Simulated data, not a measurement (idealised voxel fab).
process module | voxel self aligned contacts
cross-section cut | 175 nm wide | cells 5 nm
A cross-section is a grid of square cells, given in bands from the top down. A band is one or more rows of cells.
Each band's line starts with the height of the band's top and of its bottom, in nm. Then come its materials from left to right, each with its width in nm. One material with "throughout" fills the band from edge to edge. "air" is empty space.
Height 0 is the level under which the wafer as received is all one material. The lowest band goes on downwards, as in "0 down".
A width such as "30 to 40" changes by the same amount from each row of cells to the next, from the band's top row to its bottom row.
"no change" after a step means that no cell of the cross-section changed.
closed voids: empty space of 8 cells or more with no open way to the top, each as width x height at its distance from the left edge, in nm
after a step's settings: what the simulator itself notes on the step
overlay nm, on a step with a mask: how far to the right of its planned place the mask lay; to the left if negative
plan
1 op RECEIVE | material Si
2 op CONFORMAL_DEP | material SiO2 | thk nm 5
3 op DIRECTIONAL_DEP | material polySi | thk nm 25
4 op DIRECTIONAL_DEP | material SiN | thk nm 15
5 op DIRECTIONAL_DEP | material aC | thk nm 10
6 op PATTERN | tone cover | mask id GATE | material resist | width nm 30 | pitch nm 60 | thk nm 30 | overlay nm 0
7 op DIRECTIONAL_ETCH | etch materials aC | depth nm 10
8 op STRIP | etch materials resist
9 op DIRECTIONAL_ETCH | etch materials SiN | depth nm 15
10 op DIRECTIONAL_ETCH | etch materials polySi | depth nm 25
11 op STRIP | etch materials aC
12 op CONFORMAL_DEP | material SiN | thk nm 5
13 op DIRECTIONAL_ETCH | etch materials SiN | depth nm 5
14 op FILL_DEP | material SiO2 | thk nm 15
15 op CMP | height nm 55
16 op DIRECTIONAL_DEP | material aC | thk nm 10
17 op PATTERN | tone open | mask id CONTACT | material resist | width nm 40 | thk nm 30 | overlay nm 0
18 op DIRECTIONAL_ETCH | etch materials aC | depth nm 10
19 op STRIP | etch materials resist
20 op DIRECTIONAL_ETCH | etch materials SiO2 | depth nm 55
21 op STRIP | etch materials aC
22 op CONFORMAL_DEP | material TiN | thk nm 5
23 op FILL_DEP | material Ru | thk nm 5
24 op CMP | height nm 55
25 op CONFORMAL_DEP | material SiCN | thk nm 5
first wafer, as planned
as received, after step 1
  0 down: Si throughout
  closed voids: none
after step 2
  5 to 0: SiO2 throughout
  below 0: unchanged
after step 3
  30 to 5: polySi throughout
  below 5: unchanged
after step 4
  45 to 30: SiN throughout
  below 30: unchanged
after step 5
  55 to 45: aC throughout
  below 45: unchanged
after step 6
  85 to 55: air 40 | resist 30 | air 30 | resist 30 | air 45
  below 55: unchanged
after step 7
  75 to 55: air 40 | resist 30 | air 30 | resist 30 | air 45
  55 to 45: air 40 | aC 30 | air 30 | aC 30 | air 45
  below 45: unchanged
after step 8
  55 to 45: air 40 | aC 30 | air 30 | aC 30 | air 45
  below 45: unchanged
after step 9
  55 to 45: air 40 | aC 30 | air 30 | aC 30 | air 45
  45 to 30: air 40 | SiN 30 | air 30 | SiN 30 | air 45
  below 30: unchanged
after step 10
  55 to 45: air 40 | aC 30 | air 30 | aC 30 | air 45
  45 to 30: air 40 | SiN 30 | air 30 | SiN 30 | air 45
  30 to 5: air 40 | polySi 30 | air 30 | polySi 30 | air 45
  below 5: unchanged
after step 11
  45 to 30: air 40 | SiN 30 | air 30 | SiN 30 | air 45
  below 30: unchanged
after step 12
  50 to 30: air 35 | SiN 40 | air 20 | SiN 40 | air 40
  30 to 10: air 35 | SiN 5 | polySi 30 | SiN 5 | air 20 | SiN 5 | polySi 30 | SiN 5 | air 40
  10 to 5: SiN 40 | polySi 30 | SiN 30 | polySi 30 | SiN 45
  below 5: unchanged
after step 13
  45 to 30: air 35 | SiN 40 | air 20 | SiN 40 | air 40
  30 to 5: air 35 | SiN 5 | polySi 30 | SiN 5 | air 20 | SiN 5 | polySi 30 | SiN 5 | air 40
  below 5: unchanged
after step 14
  60 to 45: SiO2 throughout
  45 to 30: SiO2 35 | SiN 40 | SiO2 20 | SiN 40 | SiO2 40
  30 to 5: SiO2 35 | SiN 5 | polySi 30 | SiN 5 | SiO2 20 | SiN 5 | polySi 30 | SiN 5 | SiO2 40
  below 5: unchanged
after step 15
  55 to 45: SiO2 throughout
  below 45: unchanged
after step 16
  65 to 55: aC throughout
  below 55: unchanged
after step 17
  95 to 65: resist 65 | air 40 | resist 70
  below 65: unchanged
after step 18
  85 to 65: resist 65 | air 40 | resist 70
  65 to 55: aC 65 | air 40 | aC 70
  below 55: unchanged
after step 19
  65 to 55: aC 65 | air 40 | aC 70
  below 55: unchanged
after step 20
  65 to 55: aC 65 | air 40 | aC 70
  55 to 45: SiO2 65 | air 40 | SiO2 70
  45 to 30: SiO2 35 | SiN 40 | air 20 | SiN 40 | SiO2 40
  30 to 5: SiO2 35 | SiN 5 | polySi 30 | SiN 5 | air 20 | SiN 5 | polySi 30 | SiN 5 | SiO2 40
  5 to 0: SiO2 75 | air 20 | SiO2 80
  below 0: unchanged
after step 21
  55 to 45: SiO2 65 | air 40 | SiO2 70
  below 45: unchanged
after step 22
  60 to 55: TiN 70 | air 30 | TiN 75
  55 to 45: SiO2 65 | TiN 5 to 15 | air 30 to 10 | TiN 5 to 15 | SiO2 70
  45 to 30: SiO2 35 | SiN 40 | TiN 5 | air 10 | TiN 5 | SiN 40 | SiO2 40
  30 to 5: SiO2 35 | SiN 5 | polySi 30 | SiN 5 | TiN 5 | air 10 | TiN 5 | SiN 5 | polySi 30 | SiN 5 | SiO2 40
  5 to 0: SiO2 75 | TiN 20 | SiO2 80
  below 0: unchanged
after step 23
  65 to 60: Ru throughout
  60 to 55: TiN 70 | Ru 30 | TiN 75
  55 to 45: SiO2 65 | TiN 5 to 15 | Ru 30 to 10 | TiN 5 to 15 | SiO2 70
  45 to 30: SiO2 35 | SiN 40 | TiN 5 | Ru 10 | TiN 5 | SiN 40 | SiO2 40
  30 to 5: SiO2 35 | SiN 5 | polySi 30 | SiN 5 | TiN 5 | Ru 10 | TiN 5 | SiN 5 | polySi 30 | SiN 5 | SiO2 40
  below 5: unchanged
after step 24
  55 to 45: SiO2 65 | TiN 5 to 15 | Ru 30 to 10 | TiN 5 to 15 | SiO2 70
  below 45: unchanged
after step 25
  60 to 55: SiCN throughout
  below 55: unchanged
second wafer: like start, like plan, one mistake. Through step 4 it matches the first wafer
when step 5 should have ended
  55 to 45: SiCN throughout
  below 45: unchanged
when step 6 should have ended
  85 to 55: air 40 | resist 30 | air 30 | resist 30 | air 45
  below 55: unchanged
when step 7 should have ended
  75 to 55: air 40 | resist 30 | air 30 | resist 30 | air 45
  below 55: unchanged
when step 8 should have ended
  55 to 45: SiCN throughout
  below 45: unchanged
when step 9 should have ended: no change
when step 10 should have ended: no change
when step 11 should have ended: no change
when step 12 should have ended
  60 to 55: SiN throughout
  below 55: unchanged
when step 13 should have ended
  55 to 45: SiCN throughout
  below 45: unchanged
when step 14 should have ended
  70 to 55: SiO2 throughout
  below 55: unchanged
when step 15 should have ended
  55 to 45: SiCN throughout
  below 45: unchanged
when step 16 should have ended
  65 to 55: aC throughout
  below 55: unchanged
when step 17 should have ended
  95 to 65: resist 65 | air 40 | resist 70
  below 65: unchanged
when step 18 should have ended
  85 to 65: resist 65 | air 40 | resist 70
  65 to 55: aC 65 | air 40 | aC 70
  below 55: unchanged
when step 19 should have ended
  65 to 55: aC 65 | air 40 | aC 70
  below 55: unchanged
when step 20 should have ended: no change
when step 21 should have ended
  55 to 45: SiCN throughout
  below 45: unchanged
when step 22 should have ended
  60 to 55: TiN throughout
  below 55: unchanged
when step 23 should have ended
  65 to 60: Ru throughout
  below 60: unchanged
when step 24 should have ended
  55 to 45: SiCN throughout
  below 45: unchanged
when step 25 should have ended
  60 to 45: SiCN throughout
  below 45: unchanged
what went wrong: step 5 ran as: op DIRECTIONAL_DEP | material SiCN | thk nm 10
at the end the second wafer has, in cells: 24 fewer of Ru | 70 more of SiCN | 37 more of SiN | 170 fewer of SiO2 | 28 fewer of TiN | 115 more of polySi
